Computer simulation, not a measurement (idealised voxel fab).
Process module heading - voxel gate over fins
FYI the section here is cut, 275 nm wide, cells are 5 nm squares.
A cross-section is written here as square cells arranged in a grid, and it is given in bands from the top down, each band taking up one or more rows of cells. What a band's entry tells you: where the top is and where the bottom is, as heights in nm, and after that what lies inside, material by material from left to right, each with its width in nm. Empty space is written as the word "empty", and a single material marked with the word "edge to edge" occupies the band from edge to edge. Basically, 0 is our baseline, since under it the wafer straight out of the box is all one material. The bottom band has no lower end and keeps on going down, so it looks like "0 and below". The notation "30 to 40" denotes a width that varies across the rows of cells in the band, beginning at the first number in the top row, finishing at the second number in the bottom row, and changing by an identical amount from each row to the next. Given "nothing different" for a step, no cell of the cross-section differs between before and after that step. "Closed internal voids": empty spaces of 8 cells or more with no open way to the top, each given as width x height at distance, distance from the left edge, all in nm. Formally, on a step line, whatever follows the settings is a remark that the simulator itself makes on the step. What "overlay nm" on a step's line means: if the step has a mask, that mask lay this far to the right of its planned place, or, when the value is negative, to the left.
The planned process steps are enumerated hereunder:
1 RECEIVE: material Si
2 CONFORMAL_DEP: material SiN, thk nm 5
3 PATTERN: tone cover, mask id FINS, material resist, width nm 15, pitch nm 55, thk nm 15, overlay nm 0
4 DIRECTIONAL_ETCH: etch materials SiN, depth nm 5
5 DIRECTIONAL_ETCH: etch materials Si, depth nm 30
6 STRIP: etch materials resist
7 FILL_DEP: material SiO2, thk nm 10
8 CMP: height nm 5
9 MASKED_ETCH: tone open, mask id RAIL, width nm 15, etch materials SiO2, depth nm 30, overlay nm 0
10 CONFORMAL_DEP: material TiN, thk nm 5
11 FILL_DEP: material W, thk nm 5
12 CMP: height nm 5
13 SELECTIVE_ETCH: etch materials W Ru TiN, depth nm 20
14 FILL_DEP: material SiO2, thk nm 5
15 CMP: height nm 5
16 SELECTIVE_ETCH: etch materials SiO2, depth nm 15
17 STRIP: etch materials SiN
18 CONFORMAL_DEP: material HfO2, thk nm 5
19 CONFORMAL_DEP: material TiN, thk nm 5
20 CONFORMAL_DEP: material TiAl, thk nm 5
21 CONFORMAL_DEP: material TiN, thk nm 5
22 FILL_DEP: material W, thk nm 15
23 CMP: height nm 30
24 CONFORMAL_DEP: material SiN, thk nm 10
The first of a set of two wafers, run to plan:
Wafer at receipt (post step 1), cross-section:
- 0 and below  Si edge to edge
- Closed internal voids: none
Step 2 complete: cross-section through the wafer:
- 5 down to 0  SiN edge to edge
- Lower than 0, everything is as it was.
Step 3 complete: cross-section through the wafer:
- 20 down to 5  100 of empty; 15 of resist; 40 of empty; 15 of resist; 105 of empty
- Lower than 5, everything is as it was.
Step 4 complete: cross-section through the wafer:
- 20 down to 5  100 of empty; 15 of resist; 40 of empty; 15 of resist; 105 of empty
- 5 down to 0  100 of empty; 15 of SiN; 40 of empty; 15 of SiN; 105 of empty
- Lower than 0, everything is as it was.
Step 5 complete: cross-section through the wafer:
- 20 down to 5  100 of empty; 15 of resist; 40 of empty; 15 of resist; 105 of empty
- 5 down to 0  100 of empty; 15 of SiN; 40 of empty; 15 of SiN; 105 of empty
- 0 down to -30  100 of empty; 15 of Si; 40 of empty; 15 of Si; 105 of empty
- Lower than -30, everything is as it was.
Step 6 complete: cross-section through the wafer:
- 5 down to 0  100 of empty; 15 of SiN; 40 of empty; 15 of SiN; 105 of empty
- Lower than 0, everything is as it was.
Step 7 complete: cross-section through the wafer:
- 15 down to 5  SiO2 edge to edge
- 5 down to 0  100 of SiO2; 15 of SiN; 40 of SiO2; 15 of SiN; 105 of SiO2
- 0 down to -30  100 of SiO2; 15 of Si; 40 of SiO2; 15 of Si; 105 of SiO2
- Lower than -30, everything is as it was.
Step 8 complete: cross-section through the wafer:
- 5 down to 0  100 of SiO2; 15 of SiN; 40 of SiO2; 15 of SiN; 105 of SiO2
- Lower than 0, everything is as it was.
Step 9 complete: cross-section through the wafer:
- 5 down to 0  100 of SiO2; 15 of SiN; 10 of SiO2; 15 of empty; 15 of SiO2; 15 of SiN; 105 of SiO2
- 0 down to -25  100 of SiO2; 15 of Si; 10 of SiO2; 15 of empty; 15 of SiO2; 15 of Si; 105 of SiO2
- Lower than -25, everything is as it was.
Step 10 complete: cross-section through the wafer:
- 10 down to 5  130 of TiN; 5 of empty; 140 of TiN
- 5 down to 0  100 of SiO2; 15 of SiN; 10 of SiO2; 5 of TiN; 5 of empty; 5 of TiN; 15 of SiO2; 15 of SiN; 105 of SiO2
- 0 down to -20  100 of SiO2; 15 of Si; 10 of SiO2; 5 of TiN; 5 of empty; 5 of TiN; 15 of SiO2; 15 of Si; 105 of SiO2
- -20 down to -25  100 of SiO2; 15 of Si; 10 of SiO2; 15 of TiN; 15 of SiO2; 15 of Si; 105 of SiO2
- Lower than -25, everything is as it was.
Step 11 complete: cross-section through the wafer:
- 15 down to 10  W edge to edge
- 10 down to 5  130 of TiN; 5 of W; 140 of TiN
- 5 down to 0  100 of SiO2; 15 of SiN; 10 of SiO2; 5 of TiN; 5 of W; 5 of TiN; 15 of SiO2; 15 of SiN; 105 of SiO2
- 0 down to -20  100 of SiO2; 15 of Si; 10 of SiO2; 5 of TiN; 5 of W; 5 of TiN; 15 of SiO2; 15 of Si; 105 of SiO2
- Lower than -20, everything is as it was.
Step 12 complete: cross-section through the wafer:
- 5 down to 0  100 of SiO2; 15 of SiN; 10 of SiO2; 5 of TiN; 5 of W; 5 of TiN; 15 of SiO2; 15 of SiN; 105 of SiO2
- Lower than 0, everything is as it was.
Step 13 complete: cross-section through the wafer:
- 5 down to 0  100 of SiO2; 15 of SiN; 10 of SiO2; 15 of empty; 15 of SiO2; 15 of SiN; 105 of SiO2
- 0 down to -15  100 of SiO2; 15 of Si; 10 of SiO2; 15 of empty; 15 of SiO2; 15 of Si; 105 of SiO2
- Lower than -15, everything is as it was.
Step 14 complete: cross-section through the wafer:
- 10 down to 5  SiO2 edge to edge
- 5 down to 0  100 of SiO2; 15 of SiN; 40 of SiO2; 15 of SiN; 105 of SiO2
- 0 down to -15  100 of SiO2; 15 of Si; 40 of SiO2; 15 of Si; 105 of SiO2
- Lower than -15, everything is as it was.
Step 15 complete: cross-section through the wafer:
- 5 down to 0  100 of SiO2; 15 of SiN; 40 of SiO2; 15 of SiN; 105 of SiO2
- Lower than 0, everything is as it was.
Step 16 complete: cross-section through the wafer:
- 5 down to 0  100 of empty; 15 of SiN; 40 of empty; 15 of SiN; 105 of empty
- 0 down to -10  100 of empty; 15 of Si; 40 of empty; 15 of Si; 105 of empty
- Lower than -10, everything is as it was.
Step 17 complete: cross-section through the wafer:
- 0 down to -10  100 of empty; 15 of Si; 40 of empty; 15 of Si; 105 of empty
- Lower than -10, everything is as it was.
Step 18 complete: cross-section through the wafer:
- 5 down to 0  95 of empty; 25 of HfO2; 30 of empty; 25 of HfO2; 100 of empty
- 0 down to -5  95 of empty; 5 of HfO2; 15 of Si; 5 of HfO2; 30 of empty; 5 of HfO2; 15 of Si; 5 of HfO2; 100 of empty
- -5 down to -10  100 of HfO2; 15 of Si; 40 of HfO2; 15 of Si; 105 of HfO2
- Lower than -10, everything is as it was.
Step 19 complete: cross-section through the wafer:
- 10 down to 5  90 of empty; 35 of TiN; 20 of empty; 35 of TiN; 95 of empty
- 5 down to 0  90 of empty; 5 of TiN; 25 of HfO2; 5 of TiN; 20 of empty; 5 of TiN; 25 of HfO2; 5 of TiN; 95 of empty
- 0 down to -5  95 of TiN; 5 of HfO2; 15 of Si; 5 of HfO2; 30 of TiN; 5 of HfO2; 15 of Si; 5 of HfO2; 100 of TiN
- Lower than -5, everything is as it was.
Step 20 complete: cross-section through the wafer:
- 15 down to 10  85 of empty; 45 of TiAl; 10 of empty; 45 of TiAl; 90 of empty
- 10 down to 5  85 of empty; 5 of TiAl; 35 of TiN; 5 of TiAl; 10 of empty; 5 of TiAl; 35 of TiN; 5 of TiAl; 90 of empty
- 5 down to 0  90 of TiAl; 5 of TiN; 25 of HfO2; 5 of TiN; 20 of TiAl; 5 of TiN; 25 of HfO2; 5 of TiN; 95 of TiAl
- Lower than 0, everything is as it was.
Step 21 complete: cross-section through the wafer:
- 20 down to 15  80 of empty; 110 of TiN; 85 of empty
- 15 down to 10  80 of empty; 5 of TiN; 45 of TiAl; 10 of TiN; 45 of TiAl; 5 of TiN; 85 of empty
- 10 down to 5  85 of TiN; 5 of TiAl; 35 of TiN; 5 of TiAl; 10 of TiN; 5 of TiAl; 35 of TiN; 5 of TiAl; 90 of TiN
- Lower than 5, everything is as it was.
Step 22 complete: cross-section through the wafer:
- 35 down to 20  W edge to edge
- 20 down to 15  80 of W; 110 of TiN; 85 of W
- 15 down to 10  80 of W; 5 of TiN; 45 of TiAl; 10 of TiN; 45 of TiAl; 5 of TiN; 85 of W
- Lower than 10, everything is as it was.
Step 23 complete: cross-section through the wafer:
- 30 down to 20  W edge to edge
- Lower than 20, everything is as it was.
Step 24 complete: cross-section through the wafer:
- 40 down to 30  SiN edge to edge
- Lower than 30, everything is as it was.
Second of two: same start, same plan, one run error; steps up to and including 18 match the first:
Look at the second wafer in cross-section at the time step 19 ought to have finished:
- 10 down to 5  90 of empty; 35 of TiAl; 20 of empty; 35 of TiAl; 95 of empty
- 5 down to 0  90 of empty; 5 of TiAl; 25 of HfO2; 5 of TiAl; 20 of empty; 5 of TiAl; 25 of HfO2; 5 of TiAl; 95 of empty
- 0 down to -5  95 of TiAl; 5 of HfO2; 15 of Si; 5 of HfO2; 30 of TiAl; 5 of HfO2; 15 of Si; 5 of HfO2; 100 of TiAl
- Lower than -5, everything is as it was.
Look at the second wafer in cross-section at the time step 20 ought to have finished:
- 15 down to 10  85 of empty; 45 of TiN; 10 of empty; 45 of TiN; 90 of empty
- 10 down to 5  85 of empty; 5 of TiN; 35 of TiAl; 5 of TiN; 10 of empty; 5 of TiN; 35 of TiAl; 5 of TiN; 90 of empty
- 5 down to 0  90 of TiN; 5 of TiAl; 25 of HfO2; 5 of TiAl; 20 of TiN; 5 of TiAl; 25 of HfO2; 5 of TiAl; 95 of TiN
- Lower than 0, everything is as it was.
Look at the second wafer in cross-section at the time step 21 ought to have finished:
- 20 down to 10  80 of empty; 110 of TiN; 85 of empty
- 10 down to 5  90 of TiN; 35 of TiAl; 20 of TiN; 35 of TiAl; 95 of TiN
- Lower than 5, everything is as it was.
Look at the second wafer in cross-section at the time step 22 ought to have finished:
- 35 down to 20  W edge to edge
- 20 down to 10  80 of W; 110 of TiN; 85 of W
- Lower than 10, everything is as it was.
Look at the second wafer in cross-section at the time step 23 ought to have finished:
- 30 down to 20  W edge to edge
- Lower than 20, everything is as it was.
Look at the second wafer in cross-section at the time step 24 ought to have finished:
- 40 down to 30  SiN edge to edge
- Lower than 30, everything is as it was.
Want to know what went wrong? swap of plan steps 19 and 20 during execution
Both wafers, final: cells per material equal; arrangement not.
